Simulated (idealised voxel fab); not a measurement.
process module | voxel quadruple lines
cross-section cut | 140 nm wide | cells 5 nm
A cross-section is a grid of square cells, given in bands from the top down. A band is one or more rows of cells.
Each band's line starts with the height of the band's top and of its bottom, in nm. Then come its materials from left to right, each with its width in nm. One material with "throughout" fills the band from edge to edge. "air" is empty space.
Height 0 is the level under which the wafer as received is all one material. The lowest band goes on downwards, as in "0 down".
A width such as "30 to 40" changes by the same amount from each row of cells to the next, from the band's top row to its bottom row.
"no change" after a step means that no cell of the cross-section changed.
closed voids: empty space of 8 cells or more with no open way to the top, each as width x height at its distance from the left edge, in nm
after a step's settings: what the simulator itself notes on the step
overlay nm, on a step with a mask: how far to the right of its planned place the mask lay; to the left if negative
plan
1 op RECEIVE | material Si
2 op CONFORMAL_DEP | material SiO2 | thk nm 10
3 op DIRECTIONAL_DEP | material Ru | thk nm 10
4 op DIRECTIONAL_DEP | material polySi | thk nm 20
5 op DIRECTIONAL_DEP | material aC | thk nm 20
6 op PATTERN | tone cover | mask id MANDREL | material resist | width nm 35 | thk nm 25 | overlay nm -15
7 op DIRECTIONAL_ETCH | etch materials aC | depth nm 20
8 op STRIP | etch materials resist
9 op CONFORMAL_DEP | material SiO2 | thk nm 15
10 op DIRECTIONAL_ETCH | etch materials SiO2 | depth nm 15
11 op STRIP | etch materials aC
12 op DIRECTIONAL_ETCH | etch materials polySi | depth nm 20
13 op STRIP | etch materials SiO2
14 op CONFORMAL_DEP | material SiN | thk nm 10
15 op DIRECTIONAL_ETCH | etch materials SiN | depth nm 10
16 op STRIP | etch materials polySi
17 op DIRECTIONAL_ETCH | etch materials Ru | depth nm 10
18 op STRIP | etch materials SiN
varied across the wafers: overlay nm of step 6. The plan shows the first wafer's value. All wafers start alike
first wafer as received, after step 1
  0 down: Si throughout
  closed voids: none
first wafer at the end, after step 18
  20 to 10: air 10 | Ru 10 | air 15 | Ru 10 | air 15 | Ru 10 | air 15 | Ru 10 | air 45
  10 to 0: SiO2 throughout
  0 down: Si throughout
  closed voids: none
last wafer at the end
  20 to 10: air 40 | Ru 10 | air 15 | Ru 10 | air 15 | Ru 10 | air 15 | Ru 10 | air 15
  10 to 0: SiO2 throughout
  0 down: Si throughout
  closed voids: none
each wafer at the end: cells of each material gained (+) or lost (-) since it was received, then its closed voids
overlay nm -15 | +16 Ru | +56 SiO2 | closed voids: none
overlay nm -10 | +16 Ru | +56 SiO2 | closed voids: none
overlay nm -5 | +16 Ru | +56 SiO2 | closed voids: none
overlay nm 0 | +16 Ru | +56 SiO2 | closed voids: none
overlay nm 5 | +16 Ru | +56 SiO2 | closed voids: none
overlay nm 10 | +16 Ru | +56 SiO2 | closed voids: none
overlay nm 15 | +16 Ru | +56 SiO2 | closed voids: none
